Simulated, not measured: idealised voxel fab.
Name of the process module below: voxel double patterning
Each square cell in cross-section cut measures 5 nm, and the section as a whole is 250 nm wide.
Think of the cross-section as a grid of square cells. We describe it in bands, top to bottom, and each band covers one or more rows of those cells. What a band's entry tells you: where the top is and where the bottom is, as heights in nm, and after that what lies inside, material by material from left to right, each with its width in nm. Empty space is written as the word "air", and a single material marked with the word "all across" occupies the band from edge to edge. Heads up on the height convention: 0 is the point under which the incoming wafer is all one material, and the lowest band has no bottom, it just keeps going down, like "top 0, no bottom". The expression "30->40" gives the width at the extremes of the band, the first number at its top row of cells and the second at its bottom row, with the width changing by equal amounts from each row to the next in between. Basically "remained the same" means that step didn't change any cell in the cross-section. Each empty space that has no open way to the top and spans at least 8 cells appears under "Internal closed voids" as width x height at distance, the distance counted from the left edge, all in nm. Whatever follows a step's settings on its line is a remark the simulator itself makes about that step. "overlay nm", when on a step's line for a step with a mask, measures how far to the right of its planned place the mask lay; a negative measure means to the left.

[The process steps that were planned are listed below]
step 1: RECEIVE | material Si
step 2: CONFORMAL_DEP | material SiN | thk nm 10
step 3: DIRECTIONAL_DEP | material SiO2 | thk nm 20
step 4: DIRECTIONAL_DEP | material SiCN | thk nm 10
step 5: MASKED_ETCH | tone open | mask id FIRST | width nm 15 | pitch nm 50 | etch materials SiCN | depth nm 10 | overlay nm 0
step 6: DIRECTIONAL_DEP | material aC | thk nm 10
step 7: PATTERN | tone open | mask id SECOND | material resist | width nm 15 | pitch nm 50 | thk nm 30 | overlay nm 0
step 8: DIRECTIONAL_ETCH | etch materials aC | depth nm 10
step 9: STRIP | etch materials resist
step 10: DIRECTIONAL_ETCH | etch materials SiCN | depth nm 10
step 11: STRIP | etch materials aC
step 12: DIRECTIONAL_ETCH | etch materials SiO2 | depth nm 20
step 13: STRIP | etch materials SiCN

[The first of two wafers, run as planned]

[Cross-sectional view of the wafer in its as-received condition, corresponding to the state after step 1]
	top 0, no bottom | Si all across
	Internal closed voids: none

[The following cross-section depicts the wafer upon completion of step 2]
	top 10, bottom 0 | SiN all across
	No changes below 0.

[The following cross-section depicts the wafer upon completion of step 3]
	top 30, bottom 10 | SiO2 all across
	No changes below 10.

[The following cross-section depicts the wafer upon completion of step 4]
	top 40, bottom 30 | SiCN all across
	No changes below 30.

[The following cross-section depicts the wafer upon completion of step 5]
	top 40, bottom 30 | SiCN=65  air=15  SiCN=35  air=15  SiCN=35  air=15  SiCN=70
	No changes below 30.

[The following cross-section depicts the wafer upon completion of step 6]
	top 50, bottom 40 | aC=65  air=15  aC=35  air=15  aC=35  air=15  aC=70
	top 40, bottom 30 | SiCN=65  aC=15  SiCN=35  aC=15  SiCN=35  aC=15  SiCN=70
	No changes below 30.

[The following cross-section depicts the wafer upon completion of step 7]
	top 80, bottom 50 | resist=90  air=15  resist=35  air=15  resist=95
	top 50, bottom 40 | aC=65  resist=15  aC=35  resist=15  aC=35  resist=15  aC=70
	No changes below 40.

[The following cross-section depicts the wafer upon completion of step 8]
	top 70, bottom 50 | resist=90  air=15  resist=35  air=15  resist=95
	top 50, bottom 40 | aC=65  resist=15  aC=10  air=15  aC=10  resist=15  aC=10  air=15  aC=10  resist=15  aC=70
	No changes below 40.

[The following cross-section depicts the wafer upon completion of step 9]
	top 50, bottom 40 | aC=65  air=15  aC=10  air=15  aC=10  air=15  aC=10  air=15  aC=10  air=15  aC=70
	No changes below 40.

[The following cross-section depicts the wafer upon completion of step 10]
	top 50, bottom 40 | aC=65  air=15  aC=10  air=15  aC=10  air=15  aC=10  air=15  aC=10  air=15  aC=70
	top 40, bottom 30 | SiCN=65  aC=15  SiCN=10  air=15  SiCN=10  aC=15  SiCN=10  air=15  SiCN=10  aC=15  SiCN=70
	No changes below 30.

[The following cross-section depicts the wafer upon completion of step 11]
	top 40, bottom 30 | SiCN=65  air=15  SiCN=10  air=15  SiCN=10  air=15  SiCN=10  air=15  SiCN=10  air=15  SiCN=70
	No changes below 30.

[The following cross-section depicts the wafer upon completion of step 12]
	top 40, bottom 30 | SiCN=65  air=15  SiCN=10  air=15  SiCN=10  air=15  SiCN=10  air=15  SiCN=10  air=15  SiCN=70
	top 30, bottom 10 | SiO2=65  air=15  SiO2=10  air=15  SiO2=10  air=15  SiO2=10  air=15  SiO2=10  air=15  SiO2=70
	No changes below 10.

[The following cross-section depicts the wafer upon completion of step 13]
	top 30, bottom 10 | SiO2=65  air=15  SiO2=10  air=15  SiO2=10  air=15  SiO2=10  air=15  SiO2=10  air=15  SiO2=70
	No changes below 10.

[Wafer two. Identical start, identical plan. One mistake in execution. Identical history through step 4]

[Cross-section of the second wafer at the time by which step 5 should have been completed according to the plan]
	top 40, bottom 30 | SiCN=65  air=20  SiCN=30  air=20  SiCN=30  air=20  SiCN=65
	No changes below 30.

[Cross-section of the second wafer at the time by which step 6 should have been completed according to the plan]
	top 50, bottom 40 | aC=65  air=20  aC=30  air=20  aC=30  air=20  aC=65
	top 40, bottom 30 | SiCN=65  aC=20  SiCN=30  aC=20  SiCN=30  aC=20  SiCN=65
	No changes below 30.

[Cross-section of the second wafer at the time by which step 7 should have been completed according to the plan]
	top 80, bottom 50 | resist=90  air=15  resist=35  air=15  resist=95
	top 50, bottom 40 | aC=65  resist=20  aC=30  resist=20  aC=30  resist=20  aC=65
	No changes below 40.

[Cross-section of the second wafer at the time by which step 8 should have been completed according to the plan]
	top 70, bottom 50 | resist=90  air=15  resist=35  air=15  resist=95
	top 50, bottom 40 | aC=65  resist=20  aC=5  air=15  aC=10  resist=20  aC=5  air=15  aC=10  resist=20  aC=65
	No changes below 40.

[Cross-section of the second wafer at the time by which step 9 should have been completed according to the plan]
	top 50, bottom 40 | aC=65  air=20  aC=5  air=15  aC=10  air=20  aC=5  air=15  aC=10  air=20  aC=65
	No changes below 40.

[Cross-section of the second wafer at the time by which step 10 should have been completed according to the plan]
	top 50, bottom 40 | aC=65  air=20  aC=5  air=15  aC=10  air=20  aC=5  air=15  aC=10  air=20  aC=65
	top 40, bottom 30 | SiCN=65  aC=20  SiCN=5  air=15  SiCN=10  aC=20  SiCN=5  air=15  SiCN=10  aC=20  SiCN=65
	No changes below 30.

[Cross-section of the second wafer at the time by which step 11 should have been completed according to the plan]
	top 40, bottom 30 | SiCN=65  air=20  SiCN=5  air=15  SiCN=10  air=20  SiCN=5  air=15  SiCN=10  air=20  SiCN=65
	No changes below 30.

[Cross-section of the second wafer at the time by which step 12 should have been completed according to the plan]
	top 40, bottom 30 | SiCN=65  air=20  SiCN=5  air=15  SiCN=10  air=20  SiCN=5  air=15  SiCN=10  air=20  SiCN=65
	top 30, bottom 10 | SiO2=65  air=20  SiO2=5  air=15  SiO2=10  air=20  SiO2=5  air=15  SiO2=10  air=20  SiO2=65
	No changes below 10.

[Cross-section of the second wafer at the time by which step 13 should have been completed according to the plan]
	top 30, bottom 10 | SiO2=65  air=20  SiO2=5  air=15  SiO2=10  air=20  SiO2=5  air=15  SiO2=10  air=20  SiO2=65
	No changes below 10.
Deviation noted in wafer processing: step 5 went in with a setting other than planned; the actual run was MASKED_ETCH | tone open | mask id FIRST | width nm 20 | pitch nm 50 | etch materials SiCN | depth nm 10 | overlay nm 0
The second wafer ends with more or fewer cells of some materials than the first, per final count: 12 fewer of SiO2
